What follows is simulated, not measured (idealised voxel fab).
The document below concerns the process module designated voxel wiring stack.
FYI the section here is cut, 250 nm wide, cells are 5 nm squares.
Cross-sections here: square-cell grids, written as top-down lists of bands, a band being one or more rows of cells.
The band entry comprises the height of the band's top followed by the height of its bottom, expressed in nm, and subsequently the band's materials from left to right, each stated together with its width in nm. Where a single material is marked with the word "everywhere", that material fills the band from edge to edge. The word "blank" represents empty space.
Height is counted from the level 0, under which the received wafer is composed throughout of one material. The lowest of the bands is not closed at the bottom but continues downward, in the notation "top 0, no bottom".
Per-row width for "30 to 40": begins at first number (top row of band), ends at second number (bottom row), increment between rows held constant.
"remained unchanged" (step): cross-section cells unchanged, all of them.
Empty spaces counting at least 8 cells and having no open way to the top are listed in "Cavities, sealed". The notation width x height at distance is used for each, the distance being from the left edge and all three values in nm.
It should be noted that, on the line of a given step, the content following the step's settings is a remark produced by the simulator itself with respect to that step.
When a step includes a mask, the "overlay nm" setting on its line states how far to the right of its planned place that mask lay, and negative values state how far to the left.
Intended process steps
step 1: RECEIVE (material Si)
step 2: CONFORMAL_DEP (material SiO2; thk nm 10)
step 3: CONFORMAL_DEP (material SiCN; thk nm 5)
step 4: DIRECTIONAL_DEP (material SiO2; thk nm 15)
step 5: DIRECTIONAL_DEP (material aC; thk nm 10)
step 6: PATTERN (tone open; mask id METAL_1; material resist; width nm 20; pitch nm 35; thk nm 25; overlay nm 0)
step 7: DIRECTIONAL_ETCH (etch materials aC; depth nm 10)
step 8: STRIP (etch materials resist)
step 9: DIRECTIONAL_ETCH (etch materials SiO2; depth nm 15)
step 10: DIRECTIONAL_ETCH (etch materials SiCN; depth nm 5)
step 11: STRIP (etch materials aC)
step 12: CONFORMAL_DEP (material TiN; thk nm 5)
step 13: FILL_DEP (material Cu; thk nm 10)
step 14: CMP (height nm 30)
step 15: EPI (material Ru; thk nm 5)
step 16: FILL_DEP (material SiCN; thk nm 5)
step 17: DIRECTIONAL_DEP (material SiO2; thk nm 15)
step 18: DIRECTIONAL_DEP (material aC; thk nm 10)
step 19: PATTERN (tone open; mask id PLUG_1; material resist; width nm 15; pitch nm 70; thk nm 25; overlay nm 0)
step 20: DIRECTIONAL_ETCH (etch materials aC; depth nm 10)
step 21: STRIP (etch materials resist)
step 22: DIRECTIONAL_ETCH (etch materials SiO2; depth nm 15)
step 23: DIRECTIONAL_ETCH (etch materials SiCN; depth nm 5)
step 24: STRIP (etch materials aC)
step 25: CONFORMAL_DEP (material TiN; thk nm 5)
step 26: FILL_DEP (material W; thk nm 5)
step 27: CMP (height nm 55)
step 28: DIRECTIONAL_DEP (material TiN; thk nm 5)
step 29: DIRECTIONAL_DEP (material W; thk nm 25)
step 30: MASKED_ETCH (tone cover; mask id METAL_2; width nm 20; pitch nm 35; etch materials W; depth nm 25; overlay nm 0)
step 31: MASKED_ETCH (tone cover; mask id METAL_2; width nm 20; pitch nm 35; etch materials TiN; depth nm 5; overlay nm 0)
step 32: CONFORMAL_DEP (material SiN; thk nm 5)
step 33: FILL_DEP (material SiO2; thk nm 5)
step 34: CMP (height nm 85)
step 35: CONFORMAL_DEP (material SiCN; thk nm 5)
step 36: DIRECTIONAL_DEP (material lowk; thk nm 25)
step 37: DIRECTIONAL_DEP (material aC; thk nm 10)
step 38: PATTERN (tone open; mask id METAL_3; material resist; width nm 20; pitch nm 35; thk nm 25; overlay nm 0)
step 39: DIRECTIONAL_ETCH (etch materials aC; depth nm 10)
step 40: STRIP (etch materials resist)
step 41: DIRECTIONAL_ETCH (etch materials lowk; depth nm 15)
step 42: STRIP (etch materials aC)
step 43: PATTERN (tone open; mask id METAL_3_HOLES; material resist; width nm 15; pitch nm 35; thk nm 20; overlay nm 0)
step 44: DIRECTIONAL_ETCH (etch materials lowk; depth nm 10)
step 45: DIRECTIONAL_ETCH (etch materials SiCN; depth nm 5)
step 46: STRIP (etch materials resist)
step 47: CONFORMAL_DEP (material TiN; thk nm 5)
step 48: FILL_DEP (material Cu; thk nm 10)
step 49: CMP (height nm 115)
step 50: CONFORMAL_DEP (material SiN; thk nm 5)
Received-state cross-section, reflecting completion of step 1
> top 0, no bottom = Si everywhere
> Cavities, sealed: none
Cross-section: first of two wafers, module finished, run according to plan
> top 120, bottom 115 = SiN everywhere
> top 115, bottom 105 = 80 of lowk, 5 of TiN, 10 of Cu, 5 of TiN, 15 of lowk, 5 of TiN, 10 of Cu, 5 of TiN, 15 of lowk, 5 of TiN, 10 of Cu, 5 of TiN, 80 of lowk
> top 105, bottom 100 = 80 of lowk, 5 of TiN, 5 of Cu, 10 of TiN, 15 of lowk, 5 of TiN, 5 of Cu, 10 of TiN, 15 of lowk, 5 of TiN, 5 of Cu, 10 of TiN, 80 of lowk
> top 100, bottom 90 = 80 of lowk, 5 of TiN, 5 of Cu, 5 of TiN, 20 of lowk, 5 of TiN, 5 of Cu, 5 of TiN, 20 of lowk, 5 of TiN, 5 of Cu, 5 of TiN, 85 of lowk
> top 90, bottom 85 = 80 of SiCN, 15 of TiN, 20 of SiCN, 15 of TiN, 20 of SiCN, 15 of TiN, 85 of SiCN
> top 85, bottom 60 = 75 of SiO2, 5 of SiN, 20 of W, 5 of SiN, 5 of SiO2, 5 of SiN, 20 of W, 5 of SiN, 5 of SiO2, 5 of SiN, 20 of W, 5 of SiN, 75 of SiO2
> top 60, bottom 55 = 80 of SiN, 20 of TiN, 15 of SiN, 20 of TiN, 15 of SiN, 20 of TiN, 80 of SiN
> top 55, bottom 40 = 80 of SiO2, 5 of TiN, 5 of W, 5 of TiN, 55 of SiO2, 5 of TiN, 5 of W, 5 of TiN, 85 of SiO2
> top 40, bottom 35 = 80 of SiCN, 15 of TiN, 55 of SiCN, 15 of TiN, 85 of SiCN
> top 35, bottom 30 = 75 of SiCN, 30 of Ru, 5 of SiCN, 30 of Ru, 5 of SiCN, 30 of Ru, 75 of SiCN
> top 30, bottom 15 = 80 of SiO2, 5 of TiN, 10 of Cu, 5 of TiN, 15 of SiO2, 5 of TiN, 10 of Cu, 5 of TiN, 15 of SiO2, 5 of TiN, 10 of Cu, 5 of TiN, 80 of SiO2
> top 15, bottom 10 = 80 of SiCN, 20 of TiN, 15 of SiCN, 20 of TiN, 15 of SiCN, 20 of TiN, 80 of SiCN
> top 10, bottom 0 = SiO2 everywhere
> top 0, no bottom = Si everywhere
> Cavities, sealed: none
The second wafer, shown in cross-section after the module: started the same way as the first and given the same plan, yet one mistake crept into how it was run
> top 120, bottom 115 = SiN everywhere
> top 115, bottom 105 = 80 of lowk, 5 of TiN, 10 of Cu, 5 of TiN, 15 of lowk, 5 of TiN, 10 of Cu, 5 of TiN, 15 of lowk, 5 of TiN, 10 of Cu, 5 of TiN, 80 of lowk
> top 105, bottom 100 = 80 of lowk, 5 of TiN, 5 of Cu, 10 of TiN, 15 of lowk, 5 of TiN, 5 of Cu, 10 of TiN, 15 of lowk, 5 of TiN, 5 of Cu, 10 of TiN, 80 of lowk
> top 100, bottom 90 = 80 of lowk, 5 of TiN, 5 of Cu, 5 of TiN, 20 of lowk, 5 of TiN, 5 of Cu, 5 of TiN, 20 of lowk, 5 of TiN, 5 of Cu, 5 of TiN, 85 of lowk
> top 90, bottom 85 = 80 of SiCN, 15 of TiN, 20 of SiCN, 15 of TiN, 20 of SiCN, 15 of TiN, 85 of SiCN
> top 85, bottom 60 = 75 of SiO2, 5 of SiN, 20 of W, 5 of SiN, 5 of SiO2, 5 of SiN, 20 of W, 5 of SiN, 5 of SiO2, 5 of SiN, 20 of W, 5 of SiN, 75 of SiO2
> top 60, bottom 55 = 80 of SiN, 20 of TiN, 15 of SiN, 20 of TiN, 15 of SiN, 20 of TiN, 80 of SiN
> top 55, bottom 40 = 80 of SiO2, 5 of TiN, 5 of W, 5 of TiN, 55 of SiO2, 5 of TiN, 5 of W, 5 of TiN, 85 of SiO2
> top 40, bottom 35 = 80 of SiCN, 15 of TiN, 55 of SiCN, 15 of TiN, 85 of SiCN
> top 35, bottom 30 = Ru everywhere
> top 30, bottom 25 = Cu everywhere
> top 25, bottom 20 = 85 of TiN, 10 of Cu, 25 of TiN, 10 of Cu, 25 of TiN, 10 of Cu, 85 of TiN
> top 20, bottom 5 = 80 of SiO2, 5 of TiN, 10 of Cu, 5 of TiN, 15 of SiO2, 5 of TiN, 10 of Cu, 5 of TiN, 15 of SiO2, 5 of TiN, 10 of Cu, 5 of TiN, 80 of SiO2
> top 5, bottom 0 = 80 of SiCN, 20 of TiN, 15 of SiCN, 20 of TiN, 15 of SiCN, 20 of TiN, 80 of SiCN
> top 0, no bottom = Si everywhere
> Cavities, sealed: none
In executing the process, a mistake was made relative to the plan: the plan's step 2 went unexecuted, having been skipped
Wrapping up, a cell-based count of both wafers puts the second over or under the first for these materials: Cu +56; Ru +32; SiCN -32; SiO2 -100; TiN +44
